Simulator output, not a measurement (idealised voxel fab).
The process module that follows is named voxel self aligned contacts.
Cross-section cut spans 300 nm and uses square cells 5 nm in size.
A cross-section in this document is a grid of square cells, and it is written down as bands, the top band listed before the ones below it; a band is made up of one or more rows of cells.
A band entry consists of two parts. The first gives the height of the band's top and the height of its bottom, in nm. The rest lists the band's materials from left to right, each with its width in nm. A single material labelled with the word "full width" fills the band from edge to edge, and the word "air" marks empty space.
Beneath 0, the wafer as received is one material, and that level is where height counting begins. The lowest band goes on downward without a bottom; it is written like "from 0 down".
Note: "30 to 40" means the width goes from the first number (top row of the band) to the second number (bottom row) in equal steps per row of cells.
Key: "all unchanged" - step with no changed cell in the cross-section.
The entry titled "Voids lacking openings" provides the empty spaces that have no open way to the top, restricted to those of 8 cells or more. Each is presented as width x height at distance, the distance being measured from the left edge, with all three in nm.
after a step's settings: what the simulator itself notes on the step
A step line may carry the setting "overlay nm", which, for steps involving a mask, states the distance by which the mask lay to the right of its intended position; negative values denote displacement to the left.
## Process steps - plan
1 op RECEIVE | material Si
2 op OXIDIZE | depth nm 5
3 op DIRECTIONAL_DEP | material polySi | thk nm 30
4 op DIRECTIONAL_DEP | material SiN | thk nm 15
5 op MASKED_ETCH | tone cover | mask id GATE | width nm 35 | pitch nm 65 | etch materials SiN | depth nm 15 | overlay nm 0
6 op MASKED_ETCH | tone cover | mask id GATE | width nm 35 | pitch nm 65 | etch materials polySi | depth nm 30 | overlay nm 0
7 op CONFORMAL_DEP | material SiN | thk nm 5
8 op DIRECTIONAL_ETCH | etch materials SiN | depth nm 5
9 op FILL_DEP | material SiO2 | thk nm 10
10 op CMP | height nm 50
11 op DIRECTIONAL_DEP | material aC | thk nm 10
12 op PATTERN | tone open | mask id CONTACT | material resist | width nm 40 | thk nm 25 | overlay nm 0
13 op DIRECTIONAL_ETCH | etch materials aC | depth nm 10
14 op STRIP | etch materials resist
15 op DIRECTIONAL_ETCH | etch materials SiO2 | depth nm 55
16 op STRIP | etch materials aC
17 op CONFORMAL_DEP | material TiN | thk nm 5
18 op FILL_DEP | material W | thk nm 10
19 op CMP | height nm 50
20 op CONFORMAL_DEP | material SiN | thk nm 5
## Here's what the wafer looked like in cross-section when it arrived - that's after step 1
    from 0 down  Si full width
    Voids lacking openings: none
## Module complete - cross-section of the first of two wafers, run according to plan
    from 55 to 50  SiN full width
    from 50 to 45  SiO2=130; TiN=15; W=10; TiN=15; SiO2=130
    from 45 to 30  SiO2=95; SiN=45; TiN=5; W=10; TiN=5; SiN=45; SiO2=95
    from 30 to 0  SiO2=95; SiN=5; polySi=35; SiN=5; TiN=5; W=10; TiN=5; SiN=5; polySi=35; SiN=5; SiO2=95
    from 0 to -5  SiO2=140; TiN=20; SiO2=140
    from -5 down  Si full width
    Voids lacking openings: none
## Cross-section, second wafer: same start as the first, same plan as the first, one mistake in running it; taken at the end of the module
    from 55 to 50  SiN full width
    from 50 to 40  SiO2=95; SiN=45; TiN=5; W=10; TiN=5; SiN=45; SiO2=95
    from 40 to 15  SiO2=95; SiN=5; polySi=35; SiN=5; TiN=5; W=10; TiN=5; SiN=5; polySi=35; SiN=5; SiO2=95
    from 15 to 10  SiO2=95; SiN=5; polySi=35; SiN=5; TiN=20; SiN=5; polySi=35; SiN=5; SiO2=95
    from 10 to 0  polySi full width
    from 0 to -5  SiO2 full width
    from -5 down  Si full width
    Voids lacking openings: none
Error vs. plan: planned and actual differ for step 3; actual: op DIRECTIONAL_DEP | material polySi | thk nm 40
Final cells, second wafer relative to first, materials higher or lower: SiN: 18 fewer; SiO2: 86 fewer; TiN: 10 fewer; W: 6 fewer; polySi: 120 more
